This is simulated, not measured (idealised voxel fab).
You're looking at the process module voxel fin reveal.
285 nm wide, 5 nm square cells: that's cross-section cut.
Cross-sections here: square-cell grids, written as top-down lists of bands, a band being one or more rows of cells. Read a band's entry like this: the first values are the height of its top and the height of its bottom in nm, and what follows is the sequence of materials from left to right, each with its width in nm. Note that "blank" is empty space, and that a single material marked "throughout" reaches across the band from edge to edge. Beneath 0, the wafer as received is one material, and that level is where height counting begins. The lowest band goes on downward without a bottom; it is written like "0..down". The width entry "30 to 40" should be interpreted row by row: the top row of cells in the band takes the first number, the bottom row takes the second number, and the change between adjacent rows is uniform throughout. Basically "no modifications" means that step didn't change any cell in the cross-section. For the entry "Enclosed internal voids", the listed items are empty spaces with no open way to the top whose size is 8 cells or more; each item follows the pattern width x height at distance, where distance is from the left edge and all three are in nm. Whatever follows a step's settings on its line is a remark the simulator itself makes about that step. "overlay nm" answers the question of how far to the right of plan the mask lay on a step that has a mask, and when it is negative the answer is to the left.

## Here's what the planned process steps look like
step 1: RECEIVE: material Si
step 2: CONFORMAL_DEP: material SiN, thk nm 10
step 3: DIRECTIONAL_DEP: material aC, thk nm 15
step 4: PATTERN: tone cover, mask id FINS, material resist, width nm 15, pitch nm 45, thk nm 35, overlay nm 0
step 5: DIRECTIONAL_ETCH: etch materials aC, depth nm 15
step 6: STRIP: etch materials resist
step 7: DIRECTIONAL_ETCH: etch materials SiN, depth nm 10
step 8: DIRECTIONAL_ETCH: etch materials Si, depth nm 35
step 9: STRIP: etch materials aC
step 10: FILL_DEP: material SiO2, thk nm 10
step 11: CMP: height nm 10
step 12: SELECTIVE_ETCH: etch materials SiO2, depth nm 35
step 13: STRIP: etch materials SiN
step 14: CONFORMAL_DEP: material HfO2, thk nm 5

## Shown in cross-section is the wafer as received, that is, as it stands after step 1
  0..down  Si throughout
  Enclosed internal voids: none

## a wafer at the end: this start, this plan, one mistake
  15..10  HfO2 95 nm; blank 5 nm; HfO2 40 nm; blank 5 nm; HfO2 40 nm; blank 5 nm; HfO2 95 nm
  10..5  aC 90 nm; HfO2 5 nm; blank 5 nm; HfO2 5 nm; aC 30 nm; HfO2 5 nm; blank 5 nm; HfO2 5 nm; aC 30 nm; HfO2 5 nm; blank 5 nm; HfO2 5 nm; aC 90 nm
  5..0  aC 90 nm; HfO2 15 nm; aC 30 nm; HfO2 15 nm; aC 30 nm; HfO2 15 nm; aC 90 nm
  0..-35  aC 90 nm; Si 15 nm; aC 30 nm; Si 15 nm; aC 30 nm; Si 15 nm; aC 90 nm
  -35..down  Si throughout
  Enclosed internal voids: none
Processing error: step 10 off recipe, ran as FILL_DEP: material aC, thk nm 10
